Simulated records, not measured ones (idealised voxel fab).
The process module presented herein is designated voxel ribs on slabs.
Displayed cross-section: cut, width of 165 nm, square cells sized 5 nm.
In what follows, cross-sections appear as grids of square cells, described through bands that run from the top down, where every band is one or more rows of cells.
Each band's line starts with the height of the band's top and of its bottom, in nm. Then come its materials from left to right, each with its width in nm. One material with "full width" fills the band from edge to edge. "air" is empty space.
Below 0: as-received wafer, all one material; heights counted from there. Lowest band: no bottom, goes on down, written "0..down".
The expression "30 to 40" gives the width at the extremes of the band, the first number at its top row of cells and the second at its bottom row, with the width changing by equal amounts from each row to the next in between.
Where a step carries "same as before", the cross-section came out of it unchanged, cell for cell.
"Closed internal voids" lists enclosed empty spaces (at least 8 cells, no open path upward to the top), each as width x height at distance from the left edge, in nm.
What comes after the settings on a step's line is commentary from the simulator itself on that step.
You can add "overlay nm" to a step's line. For a step with a mask, it describes how far the mask lay to the right of its planned position, and a negative number describes a lay to the left.

The following list gives the planned process steps
1: op RECEIVE | material Si
2: op DIRECTIONAL_DEP | material SiO2 | thk nm 20
3: op DIRECTIONAL_DEP | material SiN | thk nm 20
4: op PATTERN | tone cover | mask id RIB | material resist | width nm 30 | thk nm 15 | overlay nm 0
5: op DIRECTIONAL_ETCH | etch materials SiN | depth nm 5
6: op STRIP | etch materials resist
7: op PATTERN | tone cover | mask id SLAB | material resist | width nm 70 | thk nm 20 | overlay nm 0
8: op DIRECTIONAL_ETCH | etch materials SiN | depth nm 15
9: op STRIP | etch materials resist
10: op FILL_DEP | material SiO2 | thk nm 25
11: op CMP | height nm 60
12: op DIRECTIONAL_DEP | material W | thk nm 5
13: op PATTERN | tone cover | mask id HEATER | material resist | width nm 40 | thk nm 15 | overlay nm 0
14: op DIRECTIONAL_ETCH | etch materials W | depth nm 5
15: op STRIP | etch materials resist
16: op CONFORMAL_DEP | material SiN | thk nm 5

What follows covers the first of two wafers; it ran as planned

as received, after step 1
* 0..down | Si full width
* Closed internal voids: none

Sectional view: wafer, after step 2
* 20..0 | SiO2 full width
* Below a height of 0, the structure has not been altered.

Sectional view: wafer, after step 3
* 40..20 | SiN full width
* Below a height of 20, the structure has not been altered.

Sectional view: wafer, after step 4
* 55..40 | air=65 / resist=30 / air=70
* Below a height of 40, the structure has not been altered.

Sectional view: wafer, after step 5
* 55..40 | air=65 / resist=30 / air=70
* 40..35 | air=65 / SiN=30 / air=70
* Below a height of 35, the structure has not been altered.

Sectional view: wafer, after step 6
* 40..35 | air=65 / SiN=30 / air=70
* Below a height of 35, the structure has not been altered.

Sectional view: wafer, after step 7
* 60..40 | air=45 / resist=70 / air=50
* 40..35 | air=45 / resist=20 / SiN=30 / resist=20 / air=50
* Below a height of 35, the structure has not been altered.

Sectional view: wafer, after step 8
* 60..40 | air=45 / resist=70 / air=50
* 40..35 | air=45 / resist=20 / SiN=30 / resist=20 / air=50
* 35..20 | air=45 / SiN=70 / air=50
* Below a height of 20, the structure has not been altered.

Sectional view: wafer, after step 9
* 40..35 | air=65 / SiN=30 / air=70
* Below a height of 35, the structure has not been altered.

Sectional view: wafer, after step 10
* 65..40 | SiO2 full width
* 40..35 | SiO2=65 / SiN=30 / SiO2=70
* 35..20 | SiO2=45 / SiN=70 / SiO2=50
* Below a height of 20, the structure has not been altered.

Sectional view: wafer, after step 11
* 60..40 | SiO2 full width
* Below a height of 40, the structure has not been altered.

Sectional view: wafer, after step 12
* 65..60 | W full width
* Below a height of 60, the structure has not been altered.

Sectional view: wafer, after step 13
* 80..65 | air=60 / resist=40 / air=65
* Below a height of 65, the structure has not been altered.

Sectional view: wafer, after step 14
* 80..65 | air=60 / resist=40 / air=65
* 65..60 | air=60 / W=40 / air=65
* Below a height of 60, the structure has not been altered.

Sectional view: wafer, after step 15
* 65..60 | air=60 / W=40 / air=65
* Below a height of 60, the structure has not been altered.

Sectional view: wafer, after step 16
* 70..65 | air=55 / SiN=50 / air=60
* 65..60 | SiN=60 / W=40 / SiN=65
* Below a height of 60, the structure has not been altered.

Regarding the second of the two wafers: it shared the first wafer's starting condition and process plan, yet one error occurred during its execution. Its history coincides with that of the first wafer up to and including step 15

Planned end of step 16: second wafer, cross-section: same as before
Heads up, the wafer didn't run the way we planned it: yeah, step 16 of the plan got skipped, never ran
Upon completion, the second wafer contains, in terms of cells, a greater or smaller amount of certain materials than the first wafer: SiN: 35 fewer
